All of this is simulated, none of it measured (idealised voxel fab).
Title: Process Module voxel wiring stack
Cross-sectional view cut (width: 185 nm; square cell size: 5 nm).
For the purposes of this document, a cross-section shall be understood as a grid of square cells, specified as bands listed in top-to-bottom order, each band consisting of one or more rows of cells.
Top height, bottom height, nm. Materials left to right, width each, nm. Single material + "all across" = fills band edge to edge. "air" = empty.
Note: height 0 marks the level under which the wafer is uniformly one material as received. Lowest band unbounded below, written "0 -> down".
The expression "30 to 40" gives the width at the extremes of the band, the first number at its top row of cells and the second at its bottom row, with the width changing by equal amounts from each row to the next in between.
"nothing different" for a step: no cell of the cross-section changed in that step.
For the entry "Enclosed empty spaces", the listed items are empty spaces with no open way to the top whose size is 8 cells or more; each item follows the pattern width x height at distance, where distance is from the left edge and all three are in nm.
Text after the settings on a step's line: the simulator's own remark on that step.
For masked steps, "overlay nm" on the step line gives how far right of plan the mask actually lay; a minus sign means it lay to the left.

**Below is the list of planned process steps**
- 1: RECEIVE: material Si
- 2: CONFORMAL_DEP: material SiO2, thk nm 15
- 3: DIRECTIONAL_DEP: material TiN, thk nm 5
- 4: DIRECTIONAL_DEP: material W, thk nm 25
- 5: DIRECTIONAL_DEP: material aC, thk nm 10
- 6: PATTERN: tone cover, mask id METAL_1, material resist, width nm 25, pitch nm 55, thk nm 30, overlay nm 0
- 7: DIRECTIONAL_ETCH: etch materials aC, depth nm 10
- 8: STRIP: etch materials resist
- 9: DIRECTIONAL_ETCH: etch materials W, depth nm 25
- 10: DIRECTIONAL_ETCH: etch materials TiN, depth nm 5
- 11: STRIP: etch materials aC
- 12: CONFORMAL_DEP: material SiN, thk nm 5
- 13: FILL_DEP: material lowk, thk nm 5
- 14: CMP: height nm 45
- 15: CONFORMAL_DEP: material SiCN, thk nm 5
- 16: DIRECTIONAL_DEP: material lowk, thk nm 20
- 17: DIRECTIONAL_DEP: material aC, thk nm 10
- 18: PATTERN: tone open, mask id PLUG_1, material resist, width nm 15, pitch nm 110, thk nm 25, overlay nm 0
- 19: DIRECTIONAL_ETCH: etch materials aC, depth nm 10
- 20: STRIP: etch materials resist
- 21: DIRECTIONAL_ETCH: etch materials lowk, depth nm 20
- 22: DIRECTIONAL_ETCH: etch materials SiCN, depth nm 5
- 23: STRIP: etch materials aC
- 24: CONFORMAL_DEP: material TiN, thk nm 5
- 25: FILL_DEP: material W, thk nm 5
- 26: CMP: height nm 70
- 27: CONFORMAL_DEP: material SiN, thk nm 5
- 28: DIRECTIONAL_DEP: material lowk, thk nm 15
- 29: MASKED_ETCH: tone open, mask id METAL_2, width nm 25, pitch nm 55, etch materials lowk, depth nm 15, overlay nm 0
- 30: MASKED_ETCH: tone open, mask id METAL_2, width nm 25, pitch nm 55, etch materials SiN, depth nm 5, overlay nm 0
- 31: CONFORMAL_DEP: material TiN, thk nm 5
- 32: FILL_DEP: material Cu, thk nm 10
- 33: CMP: height nm 90
- 34: EPI: material Ru, thk nm 5
- 35: FILL_DEP: material SiCN, thk nm 5
- 36: DIRECTIONAL_DEP: material lowk, thk nm 10
- 37: PATTERN: tone open, mask id PLUG_2, material resist, width nm 15, pitch nm 55, thk nm 15, overlay nm 0
- 38: DIRECTIONAL_ETCH: etch materials lowk, depth nm 10
- 39: DIRECTIONAL_ETCH: etch materials SiCN, depth nm 5
- 40: STRIP: etch materials resist
- 41: CONFORMAL_DEP: material TiN, thk nm 5
- 42: FILL_DEP: material W, thk nm 10
- 43: CMP: height nm 110
- 44: CONFORMAL_DEP: material SiCN, thk nm 5
- 45: DIRECTIONAL_DEP: material lowk, thk nm 15
- 46: MASKED_ETCH: tone open, mask id METAL_3, width nm 25, pitch nm 55, etch materials lowk, depth nm 15, overlay nm 0
- 47: MASKED_ETCH: tone open, mask id METAL_3, width nm 25, pitch nm 55, etch materials SiCN, depth nm 5, overlay nm 0
- 48: CONFORMAL_DEP: material TiN, thk nm 5
- 49: FILL_DEP: material Ru, thk nm 10
- 50: CMP: height nm 130
- 51: EPI: material Ru, thk nm 5
- 52: FILL_DEP: material SiCN, thk nm 5

**as received, after step 1**
  0 -> down = Si all across
  Enclosed empty spaces: none

**First of two wafers at the end of the module, shown in cross-section; run carried out as planned**
  140 -> 135 = SiCN all across
  135 -> 130 = 20 SiCN, then 35 Ru, then 20 SiCN, then 35 Ru, then 20 SiCN, then 35 Ru, then 20 SiCN
  130 -> 115 = 25 lowk, then 5 TiN, then 15 Ru, then 5 TiN, then 30 lowk, then 5 TiN, then 15 Ru, then 5 TiN, then 30 lowk, then 5 TiN, then 15 Ru, then 5 TiN, then 25 lowk
  115 -> 110 = 25 SiCN, then 25 TiN, then 30 SiCN, then 25 TiN, then 30 SiCN, then 25 TiN, then 25 SiCN
  110 -> 100 = 25 lowk, then 5 TiN, then 5 W, then 5 TiN, then 40 lowk, then 5 TiN, then 5 W, then 5 TiN, then 40 lowk, then 5 TiN, then 5 W, then 5 TiN, then 35 lowk
  100 -> 95 = 25 SiCN, then 15 TiN, then 40 SiCN, then 15 TiN, then 40 SiCN, then 15 TiN, then 35 SiCN
  95 -> 90 = 20 SiCN, then 35 Ru, then 20 SiCN, then 35 Ru, then 20 SiCN, then 35 Ru, then 20 SiCN
  90 -> 75 = 25 lowk, then 5 TiN, then 15 Cu, then 5 TiN, then 30 lowk, then 5 TiN, then 15 Cu, then 5 TiN, then 30 lowk, then 5 TiN, then 15 Cu, then 5 TiN, then 25 lowk
  75 -> 70 = 25 SiN, then 25 TiN, then 30 SiN, then 25 TiN, then 30 SiN, then 25 TiN, then 25 SiN
  70 -> 50 = 25 lowk, then 5 TiN, then 5 W, then 5 TiN, then 95 lowk, then 5 TiN, then 5 W, then 5 TiN, then 35 lowk
  50 -> 45 = 25 SiCN, then 15 TiN, then 95 SiCN, then 15 TiN, then 35 SiCN
  45 -> 20 = 20 lowk, then 5 SiN, then 25 W, then 5 SiN, then 20 lowk, then 5 SiN, then 25 W, then 5 SiN, then 20 lowk, then 5 SiN, then 25 W, then 5 SiN, then 20 lowk
  20 -> 15 = 25 SiN, then 25 TiN, then 30 SiN, then 25 TiN, then 30 SiN, then 25 TiN, then 25 SiN
  15 -> 0 = SiO2 all across
  0 -> down = Si all across
  Enclosed empty spaces: none

**Wafer two, end of module, cross-section. Same start, same plan as wafer one. One mistake in the run**
  140 -> 135 = SiCN all across
  135 -> 130 = 20 SiCN, then 35 Ru, then 20 SiCN, then 35 Ru, then 20 SiCN, then 35 Ru, then 20 SiCN
  130 -> 115 = 25 lowk, then 5 TiN, then 15 Ru, then 5 TiN, then 30 lowk, then 5 TiN, then 15 Ru, then 5 TiN, then 30 lowk, then 5 TiN, then 15 Ru, then 5 TiN, then 25 lowk
  115 -> 110 = 25 SiCN, then 25 TiN, then 30 SiCN, then 25 TiN, then 30 SiCN, then 25 TiN, then 25 SiCN
  110 -> 100 = 25 lowk, then 5 TiN, then 5 W, then 5 TiN, then 40 lowk, then 5 TiN, then 5 W, then 5 TiN, then 40 lowk, then 5 TiN, then 5 W, then 5 TiN, then 35 lowk
  100 -> 95 = 25 SiCN, then 15 TiN, then 40 SiCN, then 15 TiN, then 40 SiCN, then 15 TiN, then 35 SiCN
  95 -> 90 = 20 SiCN, then 35 Ru, then 20 SiCN, then 35 Ru, then 20 SiCN, then 35 Ru, then 20 SiCN
  90 -> 75 = 25 lowk, then 5 TiN, then 15 Cu, then 5 TiN, then 30 lowk, then 5 TiN, then 15 Cu, then 5 TiN, then 30 lowk, then 5 TiN, then 15 Cu, then 5 TiN, then 25 lowk
  75 -> 70 = 25 SiN, then 25 TiN, then 30 SiN, then 25 TiN, then 30 SiN, then 25 TiN, then 25 SiN
  70 -> 50 = 25 lowk, then 5 TiN, then 5 W, then 5 TiN, then 95 lowk, then 5 TiN, then 5 W, then 5 TiN, then 35 lowk
  50 -> 45 = 25 SiCN, then 15 TiN, then 95 SiCN, then 15 TiN, then 35 SiCN
  45 -> 35 = 20 lowk, then 5 SiN, then 25 W, then 5 SiN, then 20 lowk, then 5 SiN, then 25 W, then 5 SiN, then 20 lowk, then 5 SiN, then 25 W, then 5 SiN, then 20 lowk
  35 -> 30 = 25 SiN, then 25 TiN, then 30 SiN, then 25 TiN, then 30 SiN, then 25 TiN, then 25 SiN
  30 -> 0 = SiO2 all across
  0 -> down = Si all across
  Enclosed empty spaces: none
In executing the process, a mistake was made relative to the plan: twice over, step 2 of the plan was run
Cell-count delta at end, second wafer over first, by material: SiN -18; SiO2 +111; W -45; lowk -48
